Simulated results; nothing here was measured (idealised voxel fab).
Documented hereafter: the process module known as voxel self aligned vias.
170 nm wide, 5 nm square cells: that's cross-section cut.
In what follows, cross-sections appear as grids of square cells, described through bands that run from the top down, where every band is one or more rows of cells. Top height, bottom height, nm. Materials left to right, width each, nm. Single material + "edge to edge" = fills band edge to edge. "air" = empty. Note: height 0 marks the level under which the wafer is uniformly one material as received. Lowest band unbounded below, written "top 0, no bottom". The notation "30 to 40" denotes a width that varies across the rows of cells in the band, beginning at the first number in the top row, finishing at the second number in the bottom row, and changing by an identical amount from each row to the next. Step note "nothing got changed" = no cross-section cell changed. Basically, "Entrapped voids" tells you about the enclosed voids: empty spaces with no open way to the top, 8 cells or bigger, each written width x height at distance, where distance is from the left edge, all in nm. Where a step's line continues beyond its settings, the continuation is a remark by the simulator itself on that step. For masked steps, "overlay nm" on the step line gives how far right of plan the mask actually lay; a minus sign means it lay to the left.
INTENDED PROCESS STEPS
1: RECEIVE with material Si
2: CONFORMAL_DEP with material SiO2, thk nm 15
3: CONFORMAL_DEP with material SiCN, thk nm 5
4: DIRECTIONAL_DEP with material lowk, thk nm 20
5: PATTERN with tone open, mask id LINES, material resist, width nm 20, pitch nm 50, thk nm 20, overlay nm 0
6: DIRECTIONAL_ETCH with etch materials lowk, depth nm 20
7: STRIP with etch materials resist
8: CONFORMAL_DEP with material TiN, thk nm 5
9: FILL_DEP with material Ru, thk nm 5
10: CMP with height nm 40
11: SELECTIVE_ETCH with etch materials W Ru TiN, depth nm 5
12: FILL_DEP with material SiN, thk nm 10
13: CMP with height nm 40
14: DIRECTIONAL_DEP with material lowk, thk nm 15
15: MASKED_ETCH with tone open, mask id VIAS, width nm 30, etch materials lowk, depth nm 15, overlay nm 0
16: MASKED_ETCH with tone open, mask id VIAS, width nm 30, etch materials SiN, depth nm 5, overlay nm 0
17: CONFORMAL_DEP with material TiN, thk nm 5
18: FILL_DEP with material Ru, thk nm 10
19: CMP with height nm 55
20: CONFORMAL_DEP with material SiN, thk nm 5
THE FIRST WAFER OF TWO, PROCESSED AS PLANNED
DELIVERED WAFER IN CROSS-SECTION: STATE AFTER STEP 1
- top 0, no bottom  Si edge to edge
- Entrapped voids: none
AFTER STEP 2
- top 15, bottom 0  SiO2 edge to edge
- Rest of section, below 0: as before.
AFTER STEP 3
- top 20, bottom 15  SiCN edge to edge
- Rest of section, below 15: as before.
AFTER STEP 4
- top 40, bottom 20  lowk edge to edge
- Rest of section, below 20: as before.
AFTER STEP 5
- top 60, bottom 40  resist 50 / air 20 / resist 30 / air 20 / resist 50
- Rest of section, below 40: as before.
AFTER STEP 6
- top 60, bottom 40  resist 50 / air 20 / resist 30 / air 20 / resist 50
- top 40, bottom 20  lowk 50 / air 20 / lowk 30 / air 20 / lowk 50
- Rest of section, below 20: as before.
AFTER STEP 7
- top 40, bottom 20  lowk 50 / air 20 / lowk 30 / air 20 / lowk 50
- Rest of section, below 20: as before.
AFTER STEP 8
- top 45, bottom 40  TiN 55 / air 10 / TiN 40 / air 10 / TiN 55
- top 40, bottom 25  lowk 50 / TiN 5 / air 10 / TiN 5 / lowk 30 / TiN 5 / air 10 / TiN 5 / lowk 50
- top 25, bottom 20  lowk 50 / TiN 20 / lowk 30 / TiN 20 / lowk 50
- Rest of section, below 20: as before.
AFTER STEP 9
- top 50, bottom 45  Ru edge to edge
- top 45, bottom 40  TiN 55 / Ru 10 / TiN 40 / Ru 10 / TiN 55
- top 40, bottom 25  lowk 50 / TiN 5 / Ru 10 / TiN 5 / lowk 30 / TiN 5 / Ru 10 / TiN 5 / lowk 50
- Rest of section, below 25: as before.
AFTER STEP 10
- top 40, bottom 25  lowk 50 / TiN 5 / Ru 10 / TiN 5 / lowk 30 / TiN 5 / Ru 10 / TiN 5 / lowk 50
- Rest of section, below 25: as before.
AFTER STEP 11
- top 40, bottom 35  lowk 50 / air 20 / lowk 30 / air 20 / lowk 50
- Rest of section, below 35: as before.
AFTER STEP 12
- top 50, bottom 40  SiN edge to edge
- top 40, bottom 35  lowk 50 / SiN 20 / lowk 30 / SiN 20 / lowk 50
- Rest of section, below 35: as before.
AFTER STEP 13
- top 40, bottom 35  lowk 50 / SiN 20 / lowk 30 / SiN 20 / lowk 50
- Rest of section, below 35: as before.
AFTER STEP 14
- top 55, bottom 40  lowk edge to edge
- Rest of section, below 40: as before.
AFTER STEP 15
- top 55, bottom 40  lowk 45 / air 30 / lowk 95
- Rest of section, below 40: as before.
AFTER STEP 16
- top 55, bottom 40  lowk 45 / air 30 / lowk 95
- top 40, bottom 35  lowk 50 / air 20 / lowk 30 / SiN 20 / lowk 50
- Rest of section, below 35: as before.
AFTER STEP 17
- top 60, bottom 55  TiN 50 / air 20 / TiN 100
- top 55, bottom 45  lowk 45 / TiN 5 / air 20 / TiN 5 / lowk 95
- top 45, bottom 40  lowk 45 / TiN 10 / air 10 / TiN 10 / lowk 95
- top 40, bottom 35  lowk 50 / TiN 20 / lowk 30 / SiN 20 / lowk 50
- Rest of section, below 35: as before.
AFTER STEP 18
- top 70, bottom 60  Ru edge to edge
- top 60, bottom 55  TiN 50 / Ru 20 / TiN 100
- top 55, bottom 45  lowk 45 / TiN 5 / Ru 20 / TiN 5 / lowk 95
- top 45, bottom 40  lowk 45 / TiN 10 / Ru 10 / TiN 10 / lowk 95
- Rest of section, below 40: as before.
AFTER STEP 19
- top 55, bottom 45  lowk 45 / TiN 5 / Ru 20 / TiN 5 / lowk 95
- Rest of section, below 45: as before.
AFTER STEP 20
- top 60, bottom 55  SiN edge to edge
- Rest of section, below 55: as before.
WAFER TWO: LIKE WAFER ONE IN START AND PLAN, BUT WITH ONE MISTAKE IN EXECUTION; IDENTICAL UP TO AND INCLUDING STEP 1
THE SECOND WAFER IN CROSS-SECTION, AT THE PLANNED CLOSE OF STEP 2
- top 30, bottom 0  SiO2 edge to edge
- Rest of section, below 0: as before.
THE SECOND WAFER IN CROSS-SECTION, AT THE PLANNED CLOSE OF STEP 3
- top 35, bottom 30  SiCN edge to edge
- Rest of section, below 30: as before.
THE SECOND WAFER IN CROSS-SECTION, AT THE PLANNED CLOSE OF STEP 4
- top 55, bottom 35  lowk edge to edge
- Rest of section, below 35: as before.
THE SECOND WAFER IN CROSS-SECTION, AT THE PLANNED CLOSE OF STEP 5
- top 75, bottom 55  resist 50 / air 20 / resist 30 / air 20 / resist 50
- Rest of section, below 55: as before.
THE SECOND WAFER IN CROSS-SECTION, AT THE PLANNED CLOSE OF STEP 6
- top 75, bottom 55  resist 50 / air 20 / resist 30 / air 20 / resist 50
- top 55, bottom 35  lowk 50 / air 20 / lowk 30 / air 20 / lowk 50
- Rest of section, below 35: as before.
THE SECOND WAFER IN CROSS-SECTION, AT THE PLANNED CLOSE OF STEP 7
- top 55, bottom 35  lowk 50 / air 20 / lowk 30 / air 20 / lowk 50
- Rest of section, below 35: as before.
THE SECOND WAFER IN CROSS-SECTION, AT THE PLANNED CLOSE OF STEP 8
- top 60, bottom 55  TiN 55 / air 10 / TiN 40 / air 10 / TiN 55
- top 55, bottom 40  lowk 50 / TiN 5 / air 10 / TiN 5 / lowk 30 / TiN 5 / air 10 / TiN 5 / lowk 50
- top 40, bottom 35  lowk 50 / TiN 20 / lowk 30 / TiN 20 / lowk 50
- Rest of section, below 35: as before.
THE SECOND WAFER IN CROSS-SECTION, AT THE PLANNED CLOSE OF STEP 9
- top 65, bottom 60  Ru edge to edge
- top 60, bottom 55  TiN 55 / Ru 10 / TiN 40 / Ru 10 / TiN 55
- top 55, bottom 40  lowk 50 / TiN 5 / Ru 10 / TiN 5 / lowk 30 / TiN 5 / Ru 10 / TiN 5 / lowk 50
- Rest of section, below 40: as before.
THE SECOND WAFER IN CROSS-SECTION, AT THE PLANNED CLOSE OF STEP 10
- top 40, bottom 35  lowk 50 / TiN 20 / lowk 30 / TiN 20 / lowk 50
- Rest of section, below 35: as before.
THE SECOND WAFER IN CROSS-SECTION, AT THE PLANNED CLOSE OF STEP 11
- top 40, bottom 35  lowk 50 / air 20 / lowk 30 / air 20 / lowk 50
- Rest of section, below 35: as before.
THE SECOND WAFER IN CROSS-SECTION, AT THE PLANNED CLOSE OF STEP 12
- top 50, bottom 40  SiN edge to edge
- top 40, bottom 35  lowk 50 / SiN 20 / lowk 30 / SiN 20 / lowk 50
- Rest of section, below 35: as before.
THE SECOND WAFER IN CROSS-SECTION, AT THE PLANNED CLOSE OF STEP 13
- top 40, bottom 35  lowk 50 / SiN 20 / lowk 30 / SiN 20 / lowk 50
- Rest of section, below 35: as before.
THE SECOND WAFER IN CROSS-SECTION, AT THE PLANNED CLOSE OF STEP 14
- top 55, bottom 40  lowk edge to edge
- Rest of section, below 40: as before.
THE SECOND WAFER IN CROSS-SECTION, AT THE PLANNED CLOSE OF STEP 15
- top 55, bottom 40  lowk 45 / air 30 / lowk 95
- Rest of section, below 40: as before.
THE SECOND WAFER IN CROSS-SECTION, AT THE PLANNED CLOSE OF STEP 16
- top 55, bottom 40  lowk 45 / air 30 / lowk 95
- top 40, bottom 35  lowk 50 / air 20 / lowk 30 / SiN 20 / lowk 50
- Rest of section, below 35: as before.
THE SECOND WAFER IN CROSS-SECTION, AT THE PLANNED CLOSE OF STEP 17
- top 60, bottom 55  TiN 50 / air 20 / TiN 100
- top 55, bottom 45  lowk 45 / TiN 5 / air 20 / TiN 5 / lowk 95
- top 45, bottom 40  lowk 45 / TiN 10 / air 10 / TiN 10 / lowk 95
- top 40, bottom 35  lowk 50 / TiN 20 / lowk 30 / SiN 20 / lowk 50
- Rest of section, below 35: as before.
THE SECOND WAFER IN CROSS-SECTION, AT THE PLANNED CLOSE OF STEP 18
- top 70, bottom 60  Ru edge to edge
- top 60, bottom 55  TiN 50 / Ru 20 / TiN 100
- top 55, bottom 45  lowk 45 / TiN 5 / Ru 20 / TiN 5 / lowk 95
- top 45, bottom 40  lowk 45 / TiN 10 / Ru 10 / TiN 10 / lowk 95
- Rest of section, below 40: as before.
THE SECOND WAFER IN CROSS-SECTION, AT THE PLANNED CLOSE OF STEP 19
- top 55, bottom 45  lowk 45 / TiN 5 / Ru 20 / TiN 5 / lowk 95
- Rest of section, below 45: as before.
THE SECOND WAFER IN CROSS-SECTION, AT THE PLANNED CLOSE OF STEP 20
- top 60, bottom 55  SiN edge to edge
- Rest of section, below 55: as before.
Want to know what went wrong? heads up, step 2 of the plan got done twice
The second wafer ends with more or fewer cells of some materials than the first, per final count: Ru: 8 fewer | SiO2: 102 more | TiN: 16 fewer | lowk: 78 fewer
